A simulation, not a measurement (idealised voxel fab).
Documented hereafter: the process module known as voxel wiring stack.
This is section cut - it's 155 nm across, gridded in 5 nm square cells.
Format of a cross-section: grid, square cells. Given as bands. Order: top down. Band: one or more rows of cells. This entry defines a band. It first specifies the height of the band's top and the height of its bottom in nm, and then specifies the band's materials from left to right, stating each material with its width in nm. The word "all across" identifies a single material that fills the band from edge to edge, while the word "blank" identifies empty space. For the purposes of this specification, 0 denotes the height below which the wafer in its as-received condition is composed wholly of one material, and the lowermost band, lacking a lower limit, extends downward without end, as expressed in "0..down". Note: "30->40" means the width goes from the first number (top row of the band) to the second number (bottom row) in equal steps per row of cells. A step reported as "all unchanged" is a step in which no cell of the cross-section changed. Closed-off voids of 8+ cells (no open route to the top) go in "Sealed voids", written width x height at distance from the left edge, in nm. Where a step's line continues beyond its settings, the continuation is a remark by the simulator itself on that step. "overlay nm" answers the question of how far to the right of plan the mask lay on a step that has a mask, and when it is negative the answer is to the left.

# Here's what the planned process steps look like
| 1 | RECEIVE, material Si |
| 2 | CONFORMAL_DEP, material SiO2, thk nm 10 |
| 3 | CONFORMAL_DEP, material SiN, thk nm 5 |
| 4 | DIRECTIONAL_DEP, material SiO2, thk nm 15 |
| 5 | MASKED_ETCH, tone open, mask id METAL_1, width nm 30, pitch nm 60, etch materials SiO2, depth nm 15, overlay nm 0 |
| 6 | MASKED_ETCH, tone open, mask id METAL_1, width nm 30, pitch nm 60, etch materials SiN, depth nm 5, overlay nm 0 |
| 7 | CONFORMAL_DEP, material TiN, thk nm 5 |
| 8 | FILL_DEP, material Ru, thk nm 10 |
| 9 | CMP, height nm 30 |
| 10 | CONFORMAL_DEP, material SiCN, thk nm 5 |
| 11 | DIRECTIONAL_DEP, material lowk, thk nm 15 |
| 12 | DIRECTIONAL_DEP, material aC, thk nm 10 |
| 13 | PATTERN, tone open, mask id PLUG_1, material resist, width nm 15, thk nm 30, overlay nm 0 |
| 14 | DIRECTIONAL_ETCH, etch materials aC, depth nm 10 |
| 15 | STRIP, etch materials resist |
| 16 | DIRECTIONAL_ETCH, etch materials lowk, depth nm 15 |
| 17 | DIRECTIONAL_ETCH, etch materials SiCN, depth nm 5 |
| 18 | STRIP, etch materials aC |
| 19 | CONFORMAL_DEP, material TiN, thk nm 5 |
| 20 | FILL_DEP, material Cu, thk nm 5 |
| 21 | CMP, height nm 50 |
| 22 | DIRECTIONAL_DEP, material TiN, thk nm 5 |
| 23 | DIRECTIONAL_DEP, material W, thk nm 25 |
| 24 | PATTERN, tone cover, mask id METAL_2, material resist, width nm 30, pitch nm 60, thk nm 20, overlay nm 0 |
| 25 | DIRECTIONAL_ETCH, etch materials W, depth nm 25 |
| 26 | DIRECTIONAL_ETCH, etch materials TiN, depth nm 5 |
| 27 | STRIP, etch materials resist |
| 28 | FILL_DEP, material lowk, thk nm 10 |
| 29 | CMP, height nm 80 |
| 30 | CONFORMAL_DEP, material SiCN, thk nm 5 |
| 31 | DIRECTIONAL_DEP, material SiO2, thk nm 30 |
| 32 | MASKED_ETCH, tone open, mask id METAL_3_HOLES, width nm 15, etch materials SiO2, depth nm 30, overlay nm 0 |
| 33 | MASKED_ETCH, tone open, mask id METAL_3, width nm 30, pitch nm 60, etch materials SiO2, depth nm 20, overlay nm 0 |
| 34 | MASKED_ETCH, tone open, mask id METAL_3, width nm 30, pitch nm 60, etch materials SiCN, depth nm 5, overlay nm 0 |
| 35 | CONFORMAL_DEP, material TiN, thk nm 5 |
| 36 | FILL_DEP, material Ru, thk nm 10 |
| 37 | CMP, height nm 115 |
| 38 | CONFORMAL_DEP, material SiCN, thk nm 5 |
| 39 | DIRECTIONAL_DEP, material lowk, thk nm 10 |
| 40 | PATTERN, tone open, mask id PLUG_3, material resist, width nm 15, pitch nm 60, thk nm 15, overlay nm 0 |
| 41 | DIRECTIONAL_ETCH, etch materials lowk, depth nm 10 |
| 42 | DIRECTIONAL_ETCH, etch materials SiCN, depth nm 5 |
| 43 | STRIP, etch materials resist |
| 44 | EPI, material Ru, thk nm 10 |
| 45 | EPI, material Ru, thk nm 5 |
| 46 | CONFORMAL_DEP, material SiCN, thk nm 5 |
| 47 | DIRECTIONAL_DEP, material lowk, thk nm 20 |
| 48 | PATTERN, tone open, mask id METAL_4, material resist, width nm 30, pitch nm 60, thk nm 15, overlay nm 0 |
| 49 | DIRECTIONAL_ETCH, etch materials lowk, depth nm 20 |
| 50 | DIRECTIONAL_ETCH, etch materials SiCN, depth nm 5 |
| 51 | STRIP, etch materials resist |
| 52 | CONFORMAL_DEP, material TiN, thk nm 5 |
| 53 | FILL_DEP, material Cu, thk nm 5 |
| 54 | CMP, height nm 155 |
| 55 | CONFORMAL_DEP, material SiCN, thk nm 5 |

# The first of two wafers, run as planned

# Wafer at receipt (post step 1), cross-section
0..down  Si all across
Sealed voids: none

# Wafer xsec, post step 2
10..0  SiO2 all across
Anything lower than 0 is untouched.

# Wafer xsec, post step 3
15..10  SiN all across
Anything lower than 10 is untouched.

# Wafer xsec, post step 4
30..15  SiO2 all across
Anything lower than 15 is untouched.

# Wafer xsec, post step 5
30..15  SiO2=30, then blank=30, then SiO2=30, then blank=30, then SiO2=35
Anything lower than 15 is untouched.

# Wafer xsec, post step 6
30..15  SiO2=30, then blank=30, then SiO2=30, then blank=30, then SiO2=35
15..10  SiN=30, then blank=30, then SiN=30, then blank=30, then SiN=35
Anything lower than 10 is untouched.

# Wafer xsec, post step 7
35..30  TiN=35, then blank=20, then TiN=40, then blank=20, then TiN=40
30..15  SiO2=30, then TiN=5, then blank=20, then TiN=5, then SiO2=30, then TiN=5, then blank=20, then TiN=5, then SiO2=35
15..10  SiN=30, then TiN=30, then SiN=30, then TiN=30, then SiN=35
Anything lower than 10 is untouched.

# Wafer xsec, post step 8
45..35  Ru all across
35..30  TiN=35, then Ru=20, then TiN=40, then Ru=20, then TiN=40
30..15  SiO2=30, then TiN=5, then Ru=20, then TiN=5, then SiO2=30, then TiN=5, then Ru=20, then TiN=5, then SiO2=35
Anything lower than 15 is untouched.

# Wafer xsec, post step 9
30..15  SiO2=30, then TiN=5, then Ru=20, then TiN=5, then SiO2=30, then TiN=5, then Ru=20, then TiN=5, then SiO2=35
Anything lower than 15 is untouched.

# Wafer xsec, post step 10
35..30  SiCN all across
Anything lower than 30 is untouched.

# Wafer xsec, post step 11
50..35  lowk all across
Anything lower than 35 is untouched.

# Wafer xsec, post step 12
60..50  aC all across
Anything lower than 50 is untouched.

# Wafer xsec, post step 13
90..60  resist=30, then blank=15, then resist=110
Anything lower than 60 is untouched.

# Wafer xsec, post step 14
80..60  resist=30, then blank=15, then resist=110
60..50  aC=30, then blank=15, then aC=110
Anything lower than 50 is untouched.

# Wafer xsec, post step 15
60..50  aC=30, then blank=15, then aC=110
Anything lower than 50 is untouched.

# Wafer xsec, post step 16
60..50  aC=30, then blank=15, then aC=110
50..35  lowk=30, then blank=15, then lowk=110
Anything lower than 35 is untouched.

# Wafer xsec, post step 17
60..50  aC=30, then blank=15, then aC=110
50..35  lowk=30, then blank=15, then lowk=110
35..30  SiCN=30, then blank=15, then SiCN=110
Anything lower than 30 is untouched.

# Wafer xsec, post step 18
50..35  lowk=30, then blank=15, then lowk=110
Anything lower than 35 is untouched.

# Wafer xsec, post step 19
55..50  TiN=35, then blank=5, then TiN=115
50..35  lowk=30, then TiN=5, then blank=5, then TiN=5, then lowk=110
35..30  SiCN=30, then TiN=15, then SiCN=110
Anything lower than 30 is untouched.

# Wafer xsec, post step 20
60..55  Cu all across
55..50  TiN=35, then Cu=5, then TiN=115
50..35  lowk=30, then TiN=5, then Cu=5, then TiN=5, then lowk=110
Anything lower than 35 is untouched.

# Wafer xsec, post step 21
50..35  lowk=30, then TiN=5, then Cu=5, then TiN=5, then lowk=110
Anything lower than 35 is untouched.

# Wafer xsec, post step 22
55..50  TiN all across
Anything lower than 50 is untouched.

# Wafer xsec, post step 23
80..55  W all across
Anything lower than 55 is untouched.

# Wafer xsec, post step 24
100..80  blank=30, then resist=30, then blank=30, then resist=30, then blank=35
Anything lower than 80 is untouched.

# Wafer xsec, post step 25
100..80  blank=30, then resist=30, then blank=30, then resist=30, then blank=35
80..55  blank=30, then W=30, then blank=30, then W=30, then blank=35
Anything lower than 55 is untouched.

# Wafer xsec, post step 26
100..80  blank=30, then resist=30, then blank=30, then resist=30, then blank=35
80..55  blank=30, then W=30, then blank=30, then W=30, then blank=35
55..50  blank=30, then TiN=30, then blank=30, then TiN=30, then blank=35
Anything lower than 50 is untouched.

# Wafer xsec, post step 27
80..55  blank=30, then W=30, then blank=30, then W=30, then blank=35
Anything lower than 55 is untouched.

# Wafer xsec, post step 28
90..80  lowk all across
80..55  lowk=30, then W=30, then lowk=30, then W=30, then lowk=35
55..50  lowk=30, then TiN=30, then lowk=30, then TiN=30, then lowk=35
Anything lower than 50 is untouched.

# Wafer xsec, post step 29
80..55  lowk=30, then W=30, then lowk=30, then W=30, then lowk=35
Anything lower than 55 is untouched.

# Wafer xsec, post step 30
85..80  SiCN all across
Anything lower than 80 is untouched.

# Wafer xsec, post step 31
115..85  SiO2 all across
Anything lower than 85 is untouched.

# Wafer xsec, post step 32
115..85  SiO2=30, then blank=15, then SiO2=110
Anything lower than 85 is untouched.

# Wafer xsec, post step 33
115..95  SiO2=30, then blank=30, then SiO2=30, then blank=30, then SiO2=35
Anything lower than 95 is untouched.

# Wafer xsec, post step 34
115..95  SiO2=30, then blank=30, then SiO2=30, then blank=30, then SiO2=35
95..85  SiO2=30, then blank=15, then SiO2=110
85..80  SiCN=30, then blank=15, then SiCN=110
Anything lower than 80 is untouched.

# Wafer xsec, post step 35
120..115  TiN=35, then blank=20, then TiN=40, then blank=20, then TiN=40
115..100  SiO2=30, then TiN=5, then blank=20, then TiN=5, then SiO2=30, then TiN=5, then blank=20, then TiN=5, then SiO2=35
100..95  SiO2=30, then TiN=5, then blank=5, then TiN=20, then SiO2=30, then TiN=30, then SiO2=35
95..85  SiO2=30, then TiN=5, then blank=5, then TiN=5, then SiO2=110
85..80  SiCN=30, then TiN=15, then SiCN=110
Anything lower than 80 is untouched.

# Wafer xsec, post step 36
130..120  Ru all across
120..115  TiN=35, then Ru=20, then TiN=40, then Ru=20, then TiN=40
115..100  SiO2=30, then TiN=5, then Ru=20, then TiN=5, then SiO2=30, then TiN=5, then Ru=20, then TiN=5, then SiO2=35
100..95  SiO2=30, then TiN=5, then Ru=5, then TiN=20, then SiO2=30, then TiN=30, then SiO2=35
95..85  SiO2=30, then TiN=5, then Ru=5, then TiN=5, then SiO2=110
Anything lower than 85 is untouched.

# Wafer xsec, post step 37
115..100  SiO2=30, then TiN=5, then Ru=20, then TiN=5, then SiO2=30, then TiN=5, then Ru=20, then TiN=5, then SiO2=35
Anything lower than 100 is untouched.

# Wafer xsec, post step 38
120..115  SiCN all across
Anything lower than 115 is untouched.

# Wafer xsec, post step 39
130..120  lowk all across
Anything lower than 120 is untouched.

# Wafer xsec, post step 40
145..130  resist=30, then blank=15, then resist=45, then blank=15, then resist=50
Anything lower than 130 is untouched.

# Wafer xsec, post step 41
145..130  resist=30, then blank=15, then resist=45, then blank=15, then resist=50
130..120  lowk=30, then blank=15, then lowk=45, then blank=15, then lowk=50
Anything lower than 120 is untouched.

# Wafer xsec, post step 42
145..130  resist=30, then blank=15, then resist=45, then blank=15, then resist=50
130..120  lowk=30, then blank=15, then lowk=45, then blank=15, then lowk=50
120..115  SiCN=30, then blank=15, then SiCN=45, then blank=15, then SiCN=50
Anything lower than 115 is untouched.

# Wafer xsec, post step 43
130..120  lowk=30, then blank=15, then lowk=45, then blank=15, then lowk=50
Anything lower than 120 is untouched.

# Wafer xsec, post step 44
130..125  lowk=30, then blank=15, then lowk=45, then blank=15, then lowk=50
125..120  lowk=30, then Ru=15, then lowk=45, then Ru=15, then lowk=50
120..115  SiCN=30, then Ru=15, then SiCN=45, then Ru=15, then SiCN=50
Anything lower than 115 is untouched.

# Wafer xsec, post step 45
130..120  lowk=30, then Ru=15, then lowk=45, then Ru=15, then lowk=50
Anything lower than 120 is untouched.

# Wafer xsec, post step 46
135..130  SiCN all across
Anything lower than 130 is untouched.

# Wafer xsec, post step 47
155..135  lowk all across
Anything lower than 135 is untouched.

# Wafer xsec, post step 48
170..155  resist=30, then blank=30, then resist=30, then blank=30, then resist=35
Anything lower than 155 is untouched.

# Wafer xsec, post step 49
170..155  resist=30, then blank=30, then resist=30, then blank=30, then resist=35
155..135  lowk=30, then blank=30, then lowk=30, then blank=30, then lowk=35
Anything lower than 135 is untouched.

# Wafer xsec, post step 50
170..155  resist=30, then blank=30, then resist=30, then blank=30, then resist=35
155..135  lowk=30, then blank=30, then lowk=30, then blank=30, then lowk=35
135..130  SiCN=30, then blank=30, then SiCN=30, then blank=30, then SiCN=35
Anything lower than 130 is untouched.

# Wafer xsec, post step 51
155..135  lowk=30, then blank=30, then lowk=30, then blank=30, then lowk=35
Anything lower than 135 is untouched.

# Wafer xsec, post step 52
160..155  TiN=35, then blank=20, then TiN=40, then blank=20, then TiN=40
155..135  lowk=30, then TiN=5, then blank=20, then TiN=5, then lowk=30, then TiN=5, then blank=20, then TiN=5, then lowk=35
135..130  SiCN=30, then TiN=30, then SiCN=30, then TiN=30, then SiCN=35
Anything lower than 130 is untouched.

# Wafer xsec, post step 53
165..160  Cu all across
160..155  TiN=35, then Cu=20, then TiN=40, then Cu=20, then TiN=40
155..135  lowk=30, then TiN=5, then Cu=20, then TiN=5, then lowk=30, then TiN=5, then Cu=20, then TiN=5, then lowk=35
Anything lower than 135 is untouched.

# Wafer xsec, post step 54
155..135  lowk=30, then TiN=5, then Cu=20, then TiN=5, then lowk=30, then TiN=5, then Cu=20, then TiN=5, then lowk=35
Anything lower than 135 is untouched.

# Wafer xsec, post step 55
160..155  SiCN all across
Anything lower than 155 is untouched.

# Second Wafer (Identical Start and Plan, One Processing Error; Matches First Wafer Through Step 10)

# Second wafer shown in cross-section at the time step 11 was slated to end
50..35  SiN all across
Anything lower than 35 is untouched.

# Second wafer shown in cross-section at the time step 12 was slated to end
60..50  aC all across
Anything lower than 50 is untouched.

# Second wafer shown in cross-section at the time step 13 was slated to end
90..60  resist=30, then blank=15, then resist=110
Anything lower than 60 is untouched.

# Second wafer shown in cross-section at the time step 14 was slated to end
80..60  resist=30, then blank=15, then resist=110
60..50  aC=30, then blank=15, then aC=110
Anything lower than 50 is untouched.

# Second wafer shown in cross-section at the time step 15 was slated to end
60..50  aC=30, then blank=15, then aC=110
Anything lower than 50 is untouched.

Second wafer shown in cross-section at the time step 16 was slated to end: all unchanged

Second wafer shown in cross-section at the time step 17 was slated to end: all unchanged

# Second wafer shown in cross-section at the time step 18 was slated to end
50..35  SiN all across
Anything lower than 35 is untouched.

# Second wafer shown in cross-section at the time step 19 was slated to end
55..50  TiN all across
Anything lower than 50 is untouched.

# Second wafer shown in cross-section at the time step 20 was slated to end
60..55  Cu all across
Anything lower than 55 is untouched.

# Second wafer shown in cross-section at the time step 21 was slated to end
50..35  SiN all across
Anything lower than 35 is untouched.

# Second wafer shown in cross-section at the time step 22 was slated to end
55..50  TiN all across
Anything lower than 50 is untouched.

# Second wafer shown in cross-section at the time step 23 was slated to end
80..55  W all across
Anything lower than 55 is untouched.

# Second wafer shown in cross-section at the time step 24 was slated to end
100..80  blank=30, then resist=30, then blank=30, then resist=30, then blank=35
Anything lower than 80 is untouched.

# Second wafer shown in cross-section at the time step 25 was slated to end
100..80  blank=30, then resist=30, then blank=30, then resist=30, then blank=35
80..55  blank=30, then W=30, then blank=30, then W=30, then blank=35
Anything lower than 55 is untouched.

# Second wafer shown in cross-section at the time step 26 was slated to end
100..80  blank=30, then resist=30, then blank=30, then resist=30, then blank=35
80..55  blank=30, then W=30, then blank=30, then W=30, then blank=35
55..50  blank=30, then TiN=30, then blank=30, then TiN=30, then blank=35
Anything lower than 50 is untouched.

# Second wafer shown in cross-section at the time step 27 was slated to end
80..55  blank=30, then W=30, then blank=30, then W=30, then blank=35
Anything lower than 55 is untouched.

# Second wafer shown in cross-section at the time step 28 was slated to end
90..80  lowk all across
80..55  lowk=30, then W=30, then lowk=30, then W=30, then lowk=35
55..50  lowk=30, then TiN=30, then lowk=30, then TiN=30, then lowk=35
Anything lower than 50 is untouched.

# Second wafer shown in cross-section at the time step 29 was slated to end
80..55  lowk=30, then W=30, then lowk=30, then W=30, then lowk=35
Anything lower than 55 is untouched.

# Second wafer shown in cross-section at the time step 30 was slated to end
85..80  SiCN all across
Anything lower than 80 is untouched.

# Second wafer shown in cross-section at the time step 31 was slated to end
115..85  SiO2 all across
Anything lower than 85 is untouched.

# Second wafer shown in cross-section at the time step 32 was slated to end
115..85  SiO2=30, then blank=15, then SiO2=110
Anything lower than 85 is untouched.

# Second wafer shown in cross-section at the time step 33 was slated to end
115..95  SiO2=30, then blank=30, then SiO2=30, then blank=30, then SiO2=35
Anything lower than 95 is untouched.

# Second wafer shown in cross-section at the time step 34 was slated to end
115..95  SiO2=30, then blank=30, then SiO2=30, then blank=30, then SiO2=35
95..85  SiO2=30, then blank=15, then SiO2=110
85..80  SiCN=30, then blank=15, then SiCN=110
Anything lower than 80 is untouched.

# Second wafer shown in cross-section at the time step 35 was slated to end
120..115  TiN=35, then blank=20, then TiN=40, then blank=20, then TiN=40
115..100  SiO2=30, then TiN=5, then blank=20, then TiN=5, then SiO2=30, then TiN=5, then blank=20, then TiN=5, then SiO2=35
100..95  SiO2=30, then TiN=5, then blank=5, then TiN=20, then SiO2=30, then TiN=30, then SiO2=35
95..85  SiO2=30, then TiN=5, then blank=5, then TiN=5, then SiO2=110
85..80  SiCN=30, then TiN=15, then SiCN=110
Anything lower than 80 is untouched.

# Second wafer shown in cross-section at the time step 36 was slated to end
130..120  Ru all across
120..115  TiN=35, then Ru=20, then TiN=40, then Ru=20, then TiN=40
115..100  SiO2=30, then TiN=5, then Ru=20, then TiN=5, then SiO2=30, then TiN=5, then Ru=20, then TiN=5, then SiO2=35
100..95  SiO2=30, then TiN=5, then Ru=5, then TiN=20, then SiO2=30, then TiN=30, then SiO2=35
95..85  SiO2=30, then TiN=5, then Ru=5, then TiN=5, then SiO2=110
Anything lower than 85 is untouched.

# Second wafer shown in cross-section at the time step 37 was slated to end
115..100  SiO2=30, then TiN=5, then Ru=20, then TiN=5, then SiO2=30, then TiN=5, then Ru=20, then TiN=5, then SiO2=35
Anything lower than 100 is untouched.

# Second wafer shown in cross-section at the time step 38 was slated to end
120..115  SiCN all across
Anything lower than 115 is untouched.

# Second wafer shown in cross-section at the time step 39 was slated to end
130..120  lowk all across
Anything lower than 120 is untouched.

# Second wafer shown in cross-section at the time step 40 was slated to end
145..130  resist=30, then blank=15, then resist=45, then blank=15, then resist=50
Anything lower than 130 is untouched.

# Second wafer shown in cross-section at the time step 41 was slated to end
145..130  resist=30, then blank=15, then resist=45, then blank=15, then resist=50
130..120  lowk=30, then blank=15, then lowk=45, then blank=15, then lowk=50
Anything lower than 120 is untouched.

# Second wafer shown in cross-section at the time step 42 was slated to end
145..130  resist=30, then blank=15, then resist=45, then blank=15, then resist=50
130..120  lowk=30, then blank=15, then lowk=45, then blank=15, then lowk=50
120..115  SiCN=30, then blank=15, then SiCN=45, then blank=15, then SiCN=50
Anything lower than 115 is untouched.

# Second wafer shown in cross-section at the time step 43 was slated to end
130..120  lowk=30, then blank=15, then lowk=45, then blank=15, then lowk=50
Anything lower than 120 is untouched.

# Second wafer shown in cross-section at the time step 44 was slated to end
130..125  lowk=30, then blank=15, then lowk=45, then blank=15, then lowk=50
125..120  lowk=30, then Ru=15, then lowk=45, then Ru=15, then lowk=50
120..115  SiCN=30, then Ru=15, then SiCN=45, then Ru=15, then SiCN=50
Anything lower than 115 is untouched.

# Second wafer shown in cross-section at the time step 45 was slated to end
130..120  lowk=30, then Ru=15, then lowk=45, then Ru=15, then lowk=50
Anything lower than 120 is untouched.

# Second wafer shown in cross-section at the time step 46 was slated to end
135..130  SiCN all across
Anything lower than 130 is untouched.

# Second wafer shown in cross-section at the time step 47 was slated to end
155..135  lowk all across
Anything lower than 135 is untouched.

# Second wafer shown in cross-section at the time step 48 was slated to end
170..155  resist=30, then blank=30, then resist=30, then blank=30, then resist=35
Anything lower than 155 is untouched.

# Second wafer shown in cross-section at the time step 49 was slated to end
170..155  resist=30, then blank=30, then resist=30, then blank=30, then resist=35
155..135  lowk=30, then blank=30, then lowk=30, then blank=30, then lowk=35
Anything lower than 135 is untouched.

# Second wafer shown in cross-section at the time step 50 was slated to end
170..155  resist=30, then blank=30, then resist=30, then blank=30, then resist=35
155..135  lowk=30, then blank=30, then lowk=30, then blank=30, then lowk=35
135..130  SiCN=30, then blank=30, then SiCN=30, then blank=30, then SiCN=35
Anything lower than 130 is untouched.

# Second wafer shown in cross-section at the time step 51 was slated to end
155..135  lowk=30, then blank=30, then lowk=30, then blank=30, then lowk=35
Anything lower than 135 is untouched.

# Second wafer shown in cross-section at the time step 52 was slated to end
160..155  TiN=35, then blank=20, then TiN=40, then blank=20, then TiN=40
155..135  lowk=30, then TiN=5, then blank=20, then TiN=5, then lowk=30, then TiN=5, then blank=20, then TiN=5, then lowk=35
135..130  SiCN=30, then TiN=30, then SiCN=30, then TiN=30, then SiCN=35
Anything lower than 130 is untouched.

# Second wafer shown in cross-section at the time step 53 was slated to end
165..160  Cu all across
160..155  TiN=35, then Cu=20, then TiN=40, then Cu=20, then TiN=40
155..135  lowk=30, then TiN=5, then Cu=20, then TiN=5, then lowk=30, then TiN=5, then Cu=20, then TiN=5, then lowk=35
Anything lower than 135 is untouched.

# Second wafer shown in cross-section at the time step 54 was slated to end
155..135  lowk=30, then TiN=5, then Cu=20, then TiN=5, then lowk=30, then TiN=5, then Cu=20, then TiN=5, then lowk=35
Anything lower than 135 is untouched.

# Second wafer shown in cross-section at the time step 55 was slated to end
160..155  SiCN all across
Anything lower than 155 is untouched.
Against the plan, the run slipped here: not per plan at step 11, really ran DIRECTIONAL_DEP, material SiN, thk nm 15
Heads up, by the end the second wafer has more or fewer cells of some materials compared to the first: -3 Cu; +3 SiCN; +93 SiN; -9 TiN; -84 lowk
